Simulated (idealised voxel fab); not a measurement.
Title: Process Module voxel capacitor over wiring
Square cell edge 5 nm, section width 210 nm, ID cut.
Just so we're on the same page, the cross-sections are grids of square cells, and they're listed out in bands top to bottom, each band one or more rows deep. What a band's entry tells you: where the top is and where the bottom is, as heights in nm, and after that what lies inside, material by material from left to right, each with its width in nm. Empty space is written as the word "air", and a single material marked with the word "edge to edge" occupies the band from edge to edge. Heads up on the height convention: 0 is the point under which the incoming wafer is all one material, and the lowest band has no bottom, it just keeps going down, like "from 0 down". Note: "30..40" means the width goes from the first number (top row of the band) to the second number (bottom row) in equal steps per row of cells. You'll sometimes find "changes: none" written for a step, and that's the way of saying that nowhere in the cross-section did a cell change during that step. Empty spaces without an open route to the top, at least 8 cells in extent, make up the entry "Entrapped voids"; each is given as width x height at distance, where the distance is measured from the left edge, and all are in nm. Past the settings on a step's line: simulator remark, on that step. When a step includes a mask, the "overlay nm" setting on its line states how far to the right of its planned place that mask lay, and negative values state how far to the left.
Here's what the planned process steps look like
1) RECEIVE with material Si
2) CONFORMAL_DEP with material SiO2, thk nm 10
3) CONFORMAL_DEP with material SiCN, thk nm 5
4) DIRECTIONAL_DEP with material lowk, thk nm 25
5) PATTERN with tone open, mask id METAL_1, material resist, width nm 25, pitch nm 90, thk nm 20, overlay nm 0
6) DIRECTIONAL_ETCH with etch materials lowk, depth nm 25
7) DIRECTIONAL_ETCH with etch materials SiCN, depth nm 5
8) STRIP with etch materials resist
9) CONFORMAL_DEP with material TiN, thk nm 5
10) FILL_DEP with material Ru, thk nm 10
11) CMP with height nm 40
12) CONFORMAL_DEP with material SiCN, thk nm 5
13) DIRECTIONAL_DEP with material SiO2, thk nm 20
14) PATTERN with tone open, mask id PLUG_1, material resist, width nm 15, thk nm 20, overlay nm 0
15) DIRECTIONAL_ETCH with etch materials SiO2, depth nm 20
16) DIRECTIONAL_ETCH with etch materials SiCN, depth nm 5
17) STRIP with etch materials resist
18) EPI with material Ru, thk nm 10
19) EPI with material Ru, thk nm 10
20) EPI with material Ru, thk nm 5
21) DIRECTIONAL_DEP with material TiN, thk nm 5
22) DIRECTIONAL_DEP with material Al2O3, thk nm 5
23) DIRECTIONAL_DEP with material TiN, thk nm 5
24) DIRECTIONAL_DEP with material aC, thk nm 15
25) PATTERN with tone cover, mask id UPPER_PLATE, material resist, width nm 70, thk nm 35, overlay nm 0
26) DIRECTIONAL_ETCH with etch materials aC, depth nm 15
27) STRIP with etch materials resist
28) DIRECTIONAL_ETCH with etch materials TiN, depth nm 5
29) DIRECTIONAL_ETCH with etch materials Al2O3, depth nm 5
30) STRIP with etch materials aC
31) DIRECTIONAL_DEP with material aC, thk nm 10
32) PATTERN with tone cover, mask id LOWER_PLATE, material resist, width nm 80, thk nm 25, overlay nm 0
33) DIRECTIONAL_ETCH with etch materials aC, depth nm 10
34) STRIP with etch materials resist
35) DIRECTIONAL_ETCH with etch materials TiN, depth nm 5
36) STRIP with etch materials aC
37) FILL_DEP with material SiO2, thk nm 20
38) CMP with height nm 95
39) PATTERN with tone open, mask id PLUG_2, material resist, width nm 15, thk nm 20, overlay nm 0
40) DIRECTIONAL_ETCH with etch materials SiO2, depth nm 15
41) STRIP with etch materials resist
42) CONFORMAL_DEP with material TiN, thk nm 5
43) FILL_DEP with material W, thk nm 10
44) CMP with height nm 95
45) CONFORMAL_DEP with material SiN, thk nm 5
As received (post step 1): cross-section
    from 0 down: Si edge to edge
    Entrapped voids: none
End-of-module cross-section of the first of two wafers, processed as planned
    from 100 to 95: SiN edge to edge
    from 95 to 85: 65 SiO2 | 5 TiN | 5 W | 5 TiN | 130 SiO2
    from 85 to 75: 65..55 SiO2 | 15..70 TiN | 130..85 SiO2
    from 75 to 70: 55 SiO2 | 70 Al2O3 | 85 SiO2
    from 70 to 65: 50 SiO2 | 80 TiN | 80 SiO2
    from 65 to 45: 55 SiO2 | 15 Ru | 140 SiO2
    from 45 to 40: 55 SiCN | 15 Ru | 140 SiCN
    from 40 to 15: 45 lowk | 5 TiN | 15 Ru | 5 TiN | 65 lowk | 5 TiN | 15 Ru | 5 TiN | 50 lowk
    from 15 to 10: 45 SiCN | 25 TiN | 65 SiCN | 25 TiN | 50 SiCN
    from 10 to 0: SiO2 edge to edge
    from 0 down: Si edge to edge
    Entrapped voids: none
Here is the second of the two wafers cut open at the end of the module - same start, same plan as the first one, but we made one mistake running it
    from 100 to 95: SiN edge to edge
    from 95 to 90: 65 SiO2 | 5 TiN | 55 Al2O3 | 85 SiO2
    from 90 to 85: 50 SiO2 | 5 TiN | 10 SiO2 | 65 TiN | 80 SiO2
    from 85 to 75: 65..55 SiO2 | 5..15 TiN | 140 SiO2
    from 75 to 70: 55 SiO2 | 15 Al2O3 | 140 SiO2
    from 70 to 65: 55 SiO2 | 15 TiN | 140 SiO2
    from 65 to 45: SiO2 edge to edge
    from 45 to 40: SiCN edge to edge
    from 40 to 15: 45 lowk | 5 TiN | 15 Ru | 5 TiN | 65 lowk | 5 TiN | 15 Ru | 5 TiN | 50 lowk
    from 15 to 10: 45 SiCN | 25 TiN | 65 SiCN | 25 TiN | 50 SiCN
    from 10 to 0: SiO2 edge to edge
    from 0 down: Si edge to edge
    Entrapped voids: none
Deviation from plan: plan step 13 was twice executed
Final cells, second wafer relative to first, materials higher or lower: Ru -15 | SiCN +3 | SiO2 +29 | TiN -15 | W -2
